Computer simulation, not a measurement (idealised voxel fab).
Herein follows the process module entitled voxel spacer lines.
Displayed cross-section: cut, width of 170 nm, square cells sized 5 nm.
We lay out every cross-section as a grid of square cells and spell it out in bands from the top down, where one band means one or more rows of cells.
It is stipulated that each band's entry specify, in nanometres, the height of the top of the band and then that of its bottom, followed by the materials of the band in left-to-right sequence, each together with its width in nanometres. A single material marked by the word "throughout" is understood to fill the band from edge to edge; the word "air" is understood to denote empty space.
Convention: height 0 is the level below which the wafer, as received, is all one material. The lowest band does not terminate at the bottom but continues downward, represented as "from 0 down".
You'd read "30->40" like this: the band's top row of cells is as wide as the first number, its bottom row is as wide as the second, and going down, every row changes width by the same amount as the row before did.
Any step labelled "nothing was modified" changed none of the cells in the cross-section.
Listed in "Closed voids list": every empty space of 8 or more cells without an open way to the top. Form: width x height at distance, the distance being from the left edge, all in nm.
Anything after a step's settings on that line? It's the simulator's own note about the step.
overlay nm: how far to the right of its planned place the mask lay on this masked step (negative: to the left).
[Planned process steps]
1,RECEIVE: material Si
2,CONFORMAL_DEP: material Al2O3, thk nm 10
3,DIRECTIONAL_DEP: material TiN, thk nm 10
4,DIRECTIONAL_DEP: material polySi, thk nm 25
5,PATTERN: tone cover, mask id MANDREL, material resist, width nm 15, pitch nm 60, thk nm 35, overlay nm 0
6,DIRECTIONAL_ETCH: etch materials polySi, depth nm 25
7,STRIP: etch materials resist
8,CONFORMAL_DEP: material SiO2, thk nm 15
9,DIRECTIONAL_ETCH: etch materials SiO2, depth nm 15
10,STRIP: etch materials polySi
11,DIRECTIONAL_ETCH: etch materials TiN, depth nm 10
12,STRIP: etch materials SiO2
13,FILL_DEP: material lowk, thk nm 5
14,CMP: height nm 20
[The cross-section here shows the wafer as received, i.e. in its state after step 1]
* from 0 down | Si throughout
* Closed voids list: none
[Module complete, cross-section. Starting point and plan per above. One mistake made in running the module]
* from 20 to 10 | 40 nm lowk  15 nm TiN  15 nm lowk  15 nm TiN  15 nm lowk  15 nm TiN  15 nm lowk  15 nm TiN  25 nm lowk
* from 10 to 0 | Al2O3 throughout
* from 0 down | Si throughout
* Closed voids list: none
what went wrong: not per plan at step 5, really ran PATTERN: tone cover, mask id MANDREL, material resist, width nm 15, pitch nm 60, thk nm 35, overlay nm 10
